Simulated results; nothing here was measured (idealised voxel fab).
You're looking at the process module voxel self aligned contacts.
Section shown: cut. Width: 210 nm. Cell size: 5 nm, square.
Cross-sections here: square-cell grids, written as top-down lists of bands, a band being one or more rows of cells.
Quick guide to a band line: top height, bottom height (nm) up front; then every material left to right with its width in nm. Only one material and it's marked "edge to edge"? Then it fills the band edge to edge. And "air" just means empty space.
Zero point of the height axis is 0; under it, received wafer = one material. Lowest band: continues down indefinitely, "0 nm and below".
So if you see something like "30..40" for the width, read it as the top row of the band sitting at the first number and the bottom row at the second, with every row in between moving by the same amount as the last.
"no alterations made" means the step left every cell of the cross-section as it was.
"Trapped void list" - sealed voids, min. 8 cells, no opening to top; format: width x height at distance (distance from left edge; nm throughout).
Note: text after step settings on the step line = simulator remark on that step.
overlay nm: mask right of planned place by this much (step with mask). Neg. = left.

Below is the list of planned process steps:
step 1: RECEIVE,material Si
step 2: OXIDIZE,depth nm 5
step 3: DIRECTIONAL_DEP,material polySi,thk nm 30
step 4: DIRECTIONAL_DEP,material SiN,thk nm 15
step 5: DIRECTIONAL_DEP,material aC,thk nm 10
step 6: PATTERN,tone cover,mask id GATE,material resist,width nm 25,pitch nm 55,thk nm 25,overlay nm -15
step 7: DIRECTIONAL_ETCH,etch materials aC,depth nm 10
step 8: STRIP,etch materials resist
step 9: DIRECTIONAL_ETCH,etch materials SiN,depth nm 15
step 10: DIRECTIONAL_ETCH,etch materials polySi,depth nm 30
step 11: STRIP,etch materials aC
step 12: CONFORMAL_DEP,material SiN,thk nm 5
step 13: DIRECTIONAL_ETCH,etch materials SiN,depth nm 5
step 14: FILL_DEP,material SiO2,thk nm 15
step 15: CMP,height nm 55
step 16: PATTERN,tone open,mask id CONTACT,material resist,width nm 40,pitch nm 55,thk nm 20,overlay nm 0
step 17: DIRECTIONAL_ETCH,etch materials SiO2,depth nm 60
step 18: STRIP,etch materials resist
step 19: CONFORMAL_DEP,material TiN,thk nm 5
step 20: FILL_DEP,material Ru,thk nm 10
step 21: CMP,height nm 55
step 22: CONFORMAL_DEP,material SiN,thk nm 5
Where the wafers of this document differ is in the overlay nm of step 6; they start out the same, and the plan states the value that applied to the first wafer.

As-received state after step 1, first of several wafers, cross-section:
0 nm and below = Si edge to edge
Trapped void list: none

First of several wafers, sectioned at end of module (last step: step 22):
60 nm to 55 nm = SiN edge to edge
55 nm to 45 nm = SiO2=55  TiN=5  Ru=30..5  TiN=5..30  SiO2=15  TiN=5  Ru=30..5  TiN=5..30  SiO2=60
45 nm to 30 nm = SiO2=15  SiN=35  SiO2=5  TiN=5  Ru=5  TiN=5  SiN=35  SiO2=5  TiN=5  Ru=5  TiN=5  SiN=35  SiO2=50
30 nm to 0 nm = SiO2=15  SiN=5  polySi=25  SiN=5  SiO2=5  TiN=5  Ru=5  TiN=5  SiN=5  polySi=25  SiN=5  SiO2=5  TiN=5  Ru=5  TiN=5  SiN=5  polySi=25  SiN=5  SiO2=50
0 nm to -5 nm = SiO2=55  TiN=15  SiO2=40  TiN=15  SiO2=85
-5 nm and below = Si edge to edge
Trapped void list: none

Here's the last wafer cross-sectioned at the end of the module:
60 nm to 55 nm = SiN edge to edge
55 nm to 45 nm = SiO2=55  TiN=5..30  Ru=30..5  TiN=5  SiO2=15  TiN=5..30  Ru=30..5  TiN=5  SiO2=60
45 nm to 30 nm = SiO2=45  SiN=35  TiN=5  Ru=5  TiN=5  SiO2=5  SiN=35  TiN=5  Ru=5  TiN=5  SiO2=5  SiN=35  SiO2=20
30 nm to 0 nm = SiO2=45  SiN=5  polySi=25  SiN=5  TiN=5  Ru=5  TiN=5  SiO2=5  SiN=5  polySi=25  SiN=5  TiN=5  Ru=5  TiN=5  SiO2=5  SiN=5  polySi=25  SiN=5  SiO2=20
0 nm to -5 nm = SiO2=80  TiN=15  SiO2=40  TiN=15  SiO2=60
-5 nm and below = Si edge to edge
Trapped void list: none

The rows of the table below are wafers. Looking at the end of the module, a row counts, for every material, the cells the wafer has gained, shown as (+), or lost, shown as (-), since it was received; its closed voids come next:
overlay nm -15, +32 Ru, -42 Si, +141 SiN, +223 SiO2, +60 TiN, +90 polySi, Trapped void list: none
overlay nm -10, +52 Ru, -42 Si, +141 SiN, +203 SiO2, +60 TiN, +90 polySi, Trapped void list: none
overlay nm -5, +52 Ru, -42 Si, +141 SiN, +203 SiO2, +60 TiN, +90 polySi, Trapped void list: none
overlay nm 0, +52 Ru, -42 Si, +141 SiN, +203 SiO2, +60 TiN, +90 polySi, Trapped void list: none
overlay nm 5, +52 Ru, -42 Si, +141 SiN, +203 SiO2, +60 TiN, +90 polySi, Trapped void list: none
overlay nm 10, +52 Ru, -42 Si, +141 SiN, +203 SiO2, +60 TiN, +90 polySi, Trapped void list: none
overlay nm 15, +32 Ru, -42 Si, +141 SiN, +223 SiO2, +60 TiN, +90 polySi, Trapped void list: none
